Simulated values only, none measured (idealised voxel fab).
Process module name: voxel tone inversion
Each square cell in cross-section cut measures 5 nm, and the section as a whole is 165 nm wide.
Reading order for cross-sections: top band down to bottom band. Underlying form: a grid of square cells. Band size: one or more rows of cells.
The band entry comprises the height of the band's top followed by the height of its bottom, expressed in nm, and subsequently the band's materials from left to right, each stated together with its width in nm. Where a single material is marked with the word "full width", that material fills the band from edge to edge. The word "empty" represents empty space.
Heights are measured from 0, the level below which the as-received wafer is all one material; the lowest band has no bottom and continues downward, written as in "from 0 down".
Width spec "30->40" -> top row of cells at first value, bottom row at second value, equal per-row change in between.
Where the words "all unchanged" appear for a step, the cross-section shows no cell changed by that step; every cell remained as before.
In "Closed void listing" the enclosed voids are listed, meaning empty spaces of 8 cells or larger without any opening to the top. The form is width x height at distance, distance from the left edge, units nm.
That trailing text on a step's line, after the settings, is the simulator's own remark on the step.
overlay nm: on a step with a mask, how far right of its planned place the mask lay; negative means left.
**The process steps that were planned are listed below**
- 1: RECEIVE | material Si
- 2: CONFORMAL_DEP | material SiN | thk nm 5
- 3: DIRECTIONAL_DEP | material aC | thk nm 20
- 4: PATTERN | tone cover | mask id POSTS | material resist | width nm 15 | pitch nm 30 | thk nm 30 | overlay nm 0
- 5: DIRECTIONAL_ETCH | etch materials aC | depth nm 20
- 6: STRIP | etch materials resist
- 7: FILL_DEP | material lowk | thk nm 5
- 8: CMP | height nm 25
- 9: STRIP | etch materials aC
**First wafer of two (run as planned)**
**The cross-section here shows the wafer as received, i.e. in its state after step 1**
- from 0 down | Si full width
- Closed void listing: none
**Wafer after step 2 (cross-section)**
- from 5 to 0 | SiN full width
- Below a height of 0, the structure has not been altered.
**Wafer after step 3 (cross-section)**
- from 25 to 5 | aC full width
- Below a height of 5, the structure has not been altered.
**Wafer after step 4 (cross-section)**
- from 55 to 25 | empty=30; resist=15; empty=15; resist=15; empty=15; resist=15; empty=15; resist=15; empty=30
- Below a height of 25, the structure has not been altered.
**Wafer after step 5 (cross-section)**
- from 35 to 25 | empty=30; resist=15; empty=15; resist=15; empty=15; resist=15; empty=15; resist=15; empty=30
- from 25 to 5 | empty=30; aC=15; empty=15; aC=15; empty=15; aC=15; empty=15; aC=15; empty=30
- Below a height of 5, the structure has not been altered.
**Wafer after step 6 (cross-section)**
- from 25 to 5 | empty=30; aC=15; empty=15; aC=15; empty=15; aC=15; empty=15; aC=15; empty=30
- Below a height of 5, the structure has not been altered.
**Wafer after step 7 (cross-section)**
- from 30 to 25 | lowk full width
- from 25 to 5 | lowk=30; aC=15; lowk=15; aC=15; lowk=15; aC=15; lowk=15; aC=15; lowk=30
- Below a height of 5, the structure has not been altered.
**Wafer after step 8 (cross-section)**
- from 25 to 5 | lowk=30; aC=15; lowk=15; aC=15; lowk=15; aC=15; lowk=15; aC=15; lowk=30
- Below a height of 5, the structure has not been altered.
**Wafer after step 9 (cross-section)**
- from 25 to 5 | lowk=30; empty=15; lowk=15; empty=15; lowk=15; empty=15; lowk=15; empty=15; lowk=30
- Below a height of 5, the structure has not been altered.
**Wafer two: like wafer one in start and plan, but with one mistake in execution; identical up to and including step 3**
**Cross-section of the second wafer when, according to plan, step 4 should have finished**
- from 55 to 25 | empty=40; resist=15; empty=15; resist=15; empty=15; resist=15; empty=15; resist=15; empty=20
- Below a height of 25, the structure has not been altered.
**Cross-section of the second wafer when, according to plan, step 5 should have finished**
- from 35 to 25 | empty=40; resist=15; empty=15; resist=15; empty=15; resist=15; empty=15; resist=15; empty=20
- from 25 to 5 | empty=40; aC=15; empty=15; aC=15; empty=15; aC=15; empty=15; aC=15; empty=20
- Below a height of 5, the structure has not been altered.
**Cross-section of the second wafer when, according to plan, step 6 should have finished**
- from 25 to 5 | empty=40; aC=15; empty=15; aC=15; empty=15; aC=15; empty=15; aC=15; empty=20
- Below a height of 5, the structure has not been altered.
**Cross-section of the second wafer when, according to plan, step 7 should have finished**
- from 30 to 25 | lowk full width
- from 25 to 5 | lowk=40; aC=15; lowk=15; aC=15; lowk=15; aC=15; lowk=15; aC=15; lowk=20
- Below a height of 5, the structure has not been altered.
**Cross-section of the second wafer when, according to plan, step 8 should have finished**
- from 25 to 5 | lowk=40; aC=15; lowk=15; aC=15; lowk=15; aC=15; lowk=15; aC=15; lowk=20
- Below a height of 5, the structure has not been altered.
**Cross-section of the second wafer when, according to plan, step 9 should have finished**
- from 25 to 5 | lowk=40; empty=15; lowk=15; empty=15; lowk=15; empty=15; lowk=15; empty=15; lowk=20
- Below a height of 5, the structure has not been altered.
Short version of what went wrong: in deviation from the planned setting, step 4 was conducted as PATTERN | tone cover | mask id POSTS | material resist | width nm 15 | pitch nm 30 | thk nm 30 | overlay nm 10
Upon completion, the cell count for each material on the second wafer equals that on the first, whereas the spatial distribution of those cells differs.
